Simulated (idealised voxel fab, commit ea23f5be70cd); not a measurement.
Process module heading - voxel quadruple lines
Section cut is 140 nm wide and gridded with 5 nm square cells.
Square cells in a grid make up a cross-section in this document, and the grid is given as bands, listed from the top down, each one or more rows of cells. Per band: top height and bottom height in nm, followed by the left-to-right materials and their widths in nm; "all across" marks a single material spanning edge to edge, "blank" marks empty space. Beneath 0, the wafer as received is one material, and that level is where height counting begins. The lowest band goes on downward without a bottom; it is written like "0 down". The width entry "30..40" should be interpreted row by row: the top row of cells in the band takes the first number, the bottom row takes the second number, and the change between adjacent rows is uniform throughout. Take "same as before" at face value: in the step it is given for, the cross-section changed in none of its cells. Enclosed voids (no open way to top), threshold 8 cells or more, entry "Cavities, sealed", notation width x height at distance, distance from left edge, nm. Whatever follows a step's settings on its line is a remark the simulator itself makes about that step. overlay nm: step with mask; distance mask lay right of planned place; negative value = left of planned place.
Intended process steps
1) RECEIVE: material Si
2) CONFORMAL_DEP: material SiO2, thk nm 10
3) DIRECTIONAL_DEP: material Ru, thk nm 10
4) DIRECTIONAL_DEP: material polySi, thk nm 20
5) DIRECTIONAL_DEP: material aC, thk nm 20
6) PATTERN: tone cover, mask id MANDREL, material resist, width nm 35, thk nm 25, overlay nm 0
7) DIRECTIONAL_ETCH: etch materials aC, depth nm 20
8) STRIP: etch materials resist
9) CONFORMAL_DEP: material SiO2, thk nm 15
10) DIRECTIONAL_ETCH: etch materials SiO2, depth nm 15
11) STRIP: etch materials aC
12) DIRECTIONAL_ETCH: etch materials polySi, depth nm 20
13) STRIP: etch materials SiO2
14) CONFORMAL_DEP: material SiN, thk nm 10
15) DIRECTIONAL_ETCH: etch materials SiN, depth nm 10
16) STRIP: etch materials polySi
17) DIRECTIONAL_ETCH: etch materials Ru, depth nm 10
18) STRIP: etch materials SiN
First of two wafers, with the run carried out as planned
Cross-section, incoming material, after step 1
  0 down  Si all across
  Cavities, sealed: none
Presented here is a cross-section of the wafer after step 2 has been performed
  10 to 0  SiO2 all across
  Beneath the level 0, the cross-section is identical to its previous state.
Presented here is a cross-section of the wafer after step 3 has been performed
  20 to 10  Ru all across
  Beneath the level 10, the cross-section is identical to its previous state.
Presented here is a cross-section of the wafer after step 4 has been performed
  40 to 20  polySi all across
  Beneath the level 20, the cross-section is identical to its previous state.
Presented here is a cross-section of the wafer after step 5 has been performed
  60 to 40  aC all across
  Beneath the level 40, the cross-section is identical to its previous state.
Presented here is a cross-section of the wafer after step 6 has been performed
  85 to 60  blank 50 nm | resist 35 nm | blank 55 nm
  Beneath the level 60, the cross-section is identical to its previous state.
Presented here is a cross-section of the wafer after step 7 has been performed
  65 to 60  blank 50 nm | resist 35 nm | blank 55 nm
  60 to 40  blank 50 nm | aC 35 nm | blank 55 nm
  Beneath the level 40, the cross-section is identical to its previous state.
Presented here is a cross-section of the wafer after step 8 has been performed
  60 to 40  blank 50 nm | aC 35 nm | blank 55 nm
  Beneath the level 40, the cross-section is identical to its previous state.
Presented here is a cross-section of the wafer after step 9 has been performed
  75 to 60  blank 35 nm | SiO2 65 nm | blank 40 nm
  60 to 55  blank 35 nm | SiO2 15 nm | aC 35 nm | SiO2 15 nm | blank 40 nm
  55 to 40  SiO2 50 nm | aC 35 nm | SiO2 55 nm
  Beneath the level 40, the cross-section is identical to its previous state.
Presented here is a cross-section of the wafer after step 10 has been performed
  60 to 40  blank 35 nm | SiO2 15 nm | aC 35 nm | SiO2 15 nm | blank 40 nm
  Beneath the level 40, the cross-section is identical to its previous state.
Presented here is a cross-section of the wafer after step 11 has been performed
  60 to 40  blank 35 nm | SiO2 15 nm | blank 35 nm | SiO2 15 nm | blank 40 nm
  Beneath the level 40, the cross-section is identical to its previous state.
Presented here is a cross-section of the wafer after step 12 has been performed
  60 to 40  blank 35 nm | SiO2 15 nm | blank 35 nm | SiO2 15 nm | blank 40 nm
  40 to 20  blank 35 nm | polySi 15 nm | blank 35 nm | polySi 15 nm | blank 40 nm
  Beneath the level 20, the cross-section is identical to its previous state.
Presented here is a cross-section of the wafer after step 13 has been performed
  40 to 20  blank 35 nm | polySi 15 nm | blank 35 nm | polySi 15 nm | blank 40 nm
  Beneath the level 20, the cross-section is identical to its previous state.
Presented here is a cross-section of the wafer after step 14 has been performed
  50 to 40  blank 25 nm | SiN 35 nm | blank 15 nm | SiN 35 nm | blank 30 nm
  40 to 30  blank 25 nm | SiN 10 nm | polySi 15 nm | SiN 10 nm | blank 15 nm | SiN 10 nm | polySi 15 nm | SiN 10 nm | blank 30 nm
  30 to 20  SiN 35 nm | polySi 15 nm | SiN 35 nm | polySi 15 nm | SiN 40 nm
  Beneath the level 20, the cross-section is identical to its previous state.
Presented here is a cross-section of the wafer after step 15 has been performed
  40 to 20  blank 25 nm | SiN 10 nm | polySi 15 nm | SiN 10 nm | blank 15 nm | SiN 10 nm | polySi 15 nm | SiN 10 nm | blank 30 nm
  Beneath the level 20, the cross-section is identical to its previous state.
Presented here is a cross-section of the wafer after step 16 has been performed
  40 to 20  blank 25 nm | SiN 10 nm | blank 15 nm | SiN 10 nm | blank 15 nm | SiN 10 nm | blank 15 nm | SiN 10 nm | blank 30 nm
  Beneath the level 20, the cross-section is identical to its previous state.
Presented here is a cross-section of the wafer after step 17 has been performed
  40 to 20  blank 25 nm | SiN 10 nm | blank 15 nm | SiN 10 nm | blank 15 nm | SiN 10 nm | blank 15 nm | SiN 10 nm | blank 30 nm
  20 to 10  blank 25 nm | Ru 10 nm | blank 15 nm | Ru 10 nm | blank 15 nm | Ru 10 nm | blank 15 nm | Ru 10 nm | blank 30 nm
  Beneath the level 10, the cross-section is identical to its previous state.
Presented here is a cross-section of the wafer after step 18 has been performed
  20 to 10  blank 25 nm | Ru 10 nm | blank 15 nm | Ru 10 nm | blank 15 nm | Ru 10 nm | blank 15 nm | Ru 10 nm | blank 30 nm
  Beneath the level 10, the cross-section is identical to its previous state.
Second Wafer (Identical Start and Plan, One Processing Error; Matches First Wafer Through Step 2)
Second wafer, cross-section, planned end of step 3
  30 to 10  polySi all across
  Beneath the level 10, the cross-section is identical to its previous state.
Second wafer, cross-section, planned end of step 4
  40 to 30  Ru all across
  Beneath the level 30, the cross-section is identical to its previous state.
Second wafer, cross-section, planned end of step 5
  60 to 40  aC all across
  Beneath the level 40, the cross-section is identical to its previous state.
Second wafer, cross-section, planned end of step 6
  85 to 60  blank 50 nm | resist 35 nm | blank 55 nm
  Beneath the level 60, the cross-section is identical to its previous state.
Second wafer, cross-section, planned end of step 7
  65 to 60  blank 50 nm | resist 35 nm | blank 55 nm
  60 to 40  blank 50 nm | aC 35 nm | blank 55 nm
  Beneath the level 40, the cross-section is identical to its previous state.
Second wafer, cross-section, planned end of step 8
  60 to 40  blank 50 nm | aC 35 nm | blank 55 nm
  Beneath the level 40, the cross-section is identical to its previous state.
Second wafer, cross-section, planned end of step 9
  75 to 60  blank 35 nm | SiO2 65 nm | blank 40 nm
  60 to 55  blank 35 nm | SiO2 15 nm | aC 35 nm | SiO2 15 nm | blank 40 nm
  55 to 40  SiO2 50 nm | aC 35 nm | SiO2 55 nm
  Beneath the level 40, the cross-section is identical to its previous state.
Second wafer, cross-section, planned end of step 10
  60 to 40  blank 35 nm | SiO2 15 nm | aC 35 nm | SiO2 15 nm | blank 40 nm
  Beneath the level 40, the cross-section is identical to its previous state.
Second wafer, cross-section, planned end of step 11
  60 to 40  blank 35 nm | SiO2 15 nm | blank 35 nm | SiO2 15 nm | blank 40 nm
  Beneath the level 40, the cross-section is identical to its previous state.
Second wafer, cross-section, planned end of step 12: same as before
Second wafer, cross-section, planned end of step 13
  40 to 30  Ru all across
  Beneath the level 30, the cross-section is identical to its previous state.
Second wafer, cross-section, planned end of step 14
  50 to 40  SiN all across
  Beneath the level 40, the cross-section is identical to its previous state.
Second wafer, cross-section, planned end of step 15
  40 to 30  Ru all across
  Beneath the level 30, the cross-section is identical to its previous state.
Second wafer, cross-section, planned end of step 16: same as before
Second wafer, cross-section, planned end of step 17
  30 to 10  polySi all across
  Beneath the level 10, the cross-section is identical to its previous state.
Second wafer, cross-section, planned end of step 18: same as before
What broke from the plan during processing? a sequencing error occurred in which plan steps 3 and 4 were transposed
The second wafer ends with more or fewer cells of some materials than the first, per final count: -16 Ru | +112 polySi
